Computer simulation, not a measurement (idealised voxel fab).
process module | voxel tone inversion
FYI the section here is cut, 235 nm wide, cells are 5 nm squares.
Square cells in a grid make up a cross-section in this document, and the grid is given as bands, listed from the top down, each one or more rows of cells. In this notation a band is specified by the heights of its top and bottom, in that order and in nm, after which its materials appear from left to right, each paired with its width in nm. The word "everywhere" attached to a single material means that material fills the band from edge to edge; the word "air" stands for empty space. A quick word on heights: they are counted from 0, and under that level the wafer as it came to us is one material throughout. The lowest band is different from the rest in having no bottom; it simply continues downward, written as in "0 -> down". A width given as "30 to 40" starts at the first number in the band's top row and ends at the second number in its bottom row, shifting by an equal amount at every step from row to row. The designation "no change", where it is given for a processing step, indicates that no cell of the cross-section was altered in the course of that step. The entry titled "Closed cavity list" provides the empty spaces that have no open way to the top, restricted to those of 8 cells or more. Each is presented as width x height at distance, the distance being measured from the left edge, with all three in nm. Formally, on a step line, whatever follows the settings is a remark that the simulator itself makes on the step. overlay nm: on a step with a mask, how far right of its planned place the mask lay; negative means left.

BELOW IS THE LIST OF PLANNED PROCESS STEPS
step 1: RECEIVE,material Si
step 2: CONFORMAL_DEP,material SiCN,thk nm 5
step 3: DIRECTIONAL_DEP,material aC,thk nm 25
step 4: PATTERN,tone cover,mask id POSTS,material resist,width nm 20,pitch nm 45,thk nm 35,overlay nm 0
step 5: DIRECTIONAL_ETCH,etch materials aC,depth nm 25
step 6: STRIP,etch materials resist
step 7: FILL_DEP,material lowk,thk nm 10
step 8: CMP,height nm 30
step 9: STRIP,etch materials aC
step 10: CONFORMAL_DEP,material TiN,thk nm 5
step 11: FILL_DEP,material Ru,thk nm 10
step 12: CMP,height nm 30
step 13: CONFORMAL_DEP,material SiCN,thk nm 5

CROSS-SECTION OF THE WAFER UPON ARRIVAL, REPRESENTING THE STATE REACHED AFTER STEP 1
  0 -> down = Si everywhere
  Closed cavity list: none

FIRST WAFER OF TWO, SECTIONED AT END OF MODULE; RUN WENT PER PLAN
  35 -> 30 = SiCN everywhere
  30 -> 10 = 60 lowk / 5 TiN / 10 Ru / 5 TiN / 25 lowk / 5 TiN / 10 Ru / 5 TiN / 25 lowk / 5 TiN / 10 Ru / 5 TiN / 65 lowk
  10 -> 5 = 60 lowk / 20 TiN / 25 lowk / 20 TiN / 25 lowk / 20 TiN / 65 lowk
  5 -> 0 = SiCN everywhere
  0 -> down = Si everywhere
  Closed cavity list: none

HERE'S THE SECOND OF OUR TWO WAFERS SECTIONED AT MODULE END. SAME START AS THE FIRST, SAME PLAN, BUT ONE MISTAKE GOT MADE RUNNING IT
  35 -> 30 = SiCN everywhere
  30 -> 10 = 50 lowk / 5 TiN / 10 Ru / 5 TiN / 25 lowk / 5 TiN / 10 Ru / 5 TiN / 25 lowk / 5 TiN / 10 Ru / 5 TiN / 75 lowk
  10 -> 5 = 50 lowk / 20 TiN / 25 lowk / 20 TiN / 25 lowk / 20 TiN / 75 lowk
  5 -> 0 = SiCN everywhere
  0 -> down = Si everywhere
  Closed cavity list: none
Nonconformance to the process plan: rather than as planned, step 4 actually ran as PATTERN,tone cover,mask id POSTS,material resist,width nm 20,pitch nm 45,thk nm 35,overlay nm -10
At the end, the second wafer has the same number of cells of each material as the first, but those cells sit in other places.
